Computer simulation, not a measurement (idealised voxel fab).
You're looking at the process module voxel transistor to metal.
280 nm wide, 5 nm square cells: that's cross-section cut.
In what follows, cross-sections appear as grids of square cells, described through bands that run from the top down, where every band is one or more rows of cells. Top height, bottom height, nm. Materials left to right, width each, nm. Single material + "everywhere" = fills band edge to edge. "empty" = empty. All heights in this document are referenced to 0, defined as the level beneath which the wafer, as received, consists entirely of one material. The lowest band is not bounded below; it extends indefinitely downward and is written in the form "0 and below". A width such as "30 to 40" changes by the same amount from each row of cells to the next, from the band's top row to its bottom row. Key: "stayed the same" - step with no changed cell in the cross-section. "Closed void entries" lists enclosed empty spaces (at least 8 cells, no open path upward to the top), each as width x height at distance from the left edge, in nm. Step line, after settings: the simulator's comment on this step. Regarding "overlay nm": on a step with a mask, it is the distance the mask lay to the right of its planned place; a negative value places it to the left.
-- Planned step list for the process
step 1: RECEIVE [material Si]
step 2: OXIDIZE [depth nm 5]
step 3: CONFORMAL_DEP [material SiN] [thk nm 10]
step 4: PATTERN [tone cover] [mask id ACTIVE] [material resist] [width nm 105] [pitch nm 125] [thk nm 15] [overlay nm 0]
step 5: DIRECTIONAL_ETCH [etch materials SiN] [depth nm 10]
step 6: DIRECTIONAL_ETCH [etch materials SiO2] [depth nm 5]
step 7: DIRECTIONAL_ETCH [etch materials Si] [depth nm 30]
step 8: STRIP [etch materials resist]
step 9: OXIDIZE [depth nm 5]
step 10: FILL_DEP [material SiO2] [thk nm 15]
step 11: CMP [height nm 10]
step 12: SELECTIVE_ETCH [etch materials SiO2] [depth nm 5]
step 13: STRIP [etch materials SiN]
step 14: SELECTIVE_ETCH [etch materials SiO2] [depth nm 5]
step 15: OXIDIZE [depth nm 5]
step 16: DIRECTIONAL_DEP [material polySi] [thk nm 20]
step 17: DIRECTIONAL_DEP [material SiCN] [thk nm 15]
step 18: DIRECTIONAL_DEP [material aC] [thk nm 15]
step 19: PATTERN [tone cover] [mask id GATE] [material resist] [width nm 15] [pitch nm 125] [thk nm 30] [overlay nm 0]
step 20: DIRECTIONAL_ETCH [etch materials aC] [depth nm 15]
step 21: STRIP [etch materials resist]
step 22: DIRECTIONAL_ETCH [etch materials SiCN] [depth nm 25]
step 23: DIRECTIONAL_ETCH [etch materials polySi] [depth nm 30]
step 24: STRIP [etch materials aC]
step 25: CONFORMAL_DEP [material SiO2] [thk nm 5]
step 26: DIRECTIONAL_ETCH [etch materials SiO2] [depth nm 5]
step 27: CONFORMAL_DEP [material SiN] [thk nm 5]
step 28: DIRECTIONAL_ETCH [etch materials SiN] [depth nm 5]
step 29: DIRECTIONAL_ETCH [etch materials SiO2] [depth nm 5]
step 30: DIRECTIONAL_ETCH [etch materials Si] [depth nm 10]
step 31: EPI [material pSi] [thk nm 15]
step 32: FILL_DEP [material SiO2] [thk nm 5]
step 33: CMP [height nm 30]
step 34: DIRECTIONAL_DEP [material SiO2] [thk nm 10]
step 35: MASKED_ETCH [tone open] [mask id CONTACT] [width nm 35] [etch materials SiO2] [depth nm 45] [overlay nm 0]
step 36: CONFORMAL_DEP [material TiN] [thk nm 5]
step 37: FILL_DEP [material Ru] [thk nm 10]
step 38: CMP [height nm 40]
step 39: DIRECTIONAL_DEP [material TiN] [thk nm 5]
step 40: DIRECTIONAL_DEP [material W] [thk nm 20]
step 41: MASKED_ETCH [tone cover] [mask id METAL_1] [width nm 20] [etch materials W] [depth nm 20] [overlay nm 0]
step 42: MASKED_ETCH [tone cover] [mask id METAL_1] [width nm 20] [etch materials TiN] [depth nm 5] [overlay nm 0]
step 43: FILL_DEP [material lowk] [thk nm 5]
step 44: CMP [height nm 65]
step 45: CONFORMAL_DEP [material SiN] [thk nm 5]
-- Wafer at receipt (post step 1), cross-section
* 0 and below: Si everywhere
* Closed void entries: none
-- Wafer cross-section at end of module: start and plan as shown above, one execution error
* 70 down to 65: SiN everywhere
* 65 down to 45: 30 lowk, then 20 W, then 55 lowk, then 20 W, then 30 lowk, then 20 W, then 55 lowk, then 20 W, then 30 lowk
* 45 down to 40: 30 lowk, then 20 TiN, then 55 lowk, then 20 TiN, then 30 lowk, then 20 TiN, then 55 lowk, then 20 TiN, then 30 lowk
* 40 down to 30: 30 SiO2, then 5 TiN, then 25 to 20 Ru, then 5 to 10 TiN, then 25 SiO2, then 5 to 10 TiN, then 25 to 20 Ru, then 5 TiN, then 30 SiO2, then 5 TiN, then 25 to 20 Ru, then 5 to 10 TiN, then 25 SiO2, then 5 to 10 TiN, then 25 to 20 Ru, then 5 TiN, then 30 SiO2
* 30 down to 15: 30 SiO2, then 5 TiN, then 20 Ru, then 5 TiN, then 5 lowk, then 5 SiO2, then 15 SiCN, then 5 SiO2, then 5 lowk, then 5 TiN, then 20 Ru, then 5 TiN, then 30 SiO2, then 5 TiN, then 20 Ru, then 5 TiN, then 5 lowk, then 5 SiO2, then 15 SiCN, then 5 SiO2, then 5 lowk, then 5 TiN, then 20 Ru, then 5 TiN, then 30 SiO2
* 15 down to 5: 30 SiO2, then 5 TiN, then 20 Ru, then 5 TiN, then 5 lowk, then 5 SiO2, then 15 polySi, then 5 SiO2, then 5 lowk, then 5 TiN, then 20 Ru, then 5 TiN, then 30 SiO2, then 5 TiN, then 20 Ru, then 5 TiN, then 5 lowk, then 5 SiO2, then 15 polySi, then 5 SiO2, then 5 lowk, then 5 TiN, then 20 Ru, then 5 TiN, then 30 SiO2
* 5 down to 0: 30 lowk, then 30 TiN, then 5 lowk, then 5 SiO2, then 15 polySi, then 5 SiO2, then 5 lowk, then 30 TiN, then 30 lowk, then 30 TiN, then 5 lowk, then 5 SiO2, then 15 polySi, then 5 SiO2, then 5 lowk, then 30 TiN, then 30 lowk
* 0 down to -5: 25 SiO2, then 40 lowk, then 5 SiO2, then 15 polySi, then 5 SiO2, then 40 lowk, then 20 SiO2, then 40 lowk, then 5 SiO2, then 15 polySi, then 5 SiO2, then 40 lowk, then 25 SiO2
* -5 down to -10: SiO2 everywhere
* -10 down to -40: 30 SiO2, then 95 Si, then 30 SiO2, then 95 Si, then 30 SiO2
* -40 and below: Si everywhere
* Closed void entries: none
In executing the process, a mistake was made relative to the plan: step 27 ran differently from the plan; actual operation with settings: CONFORMAL_DEP [material lowk] [thk nm 5]
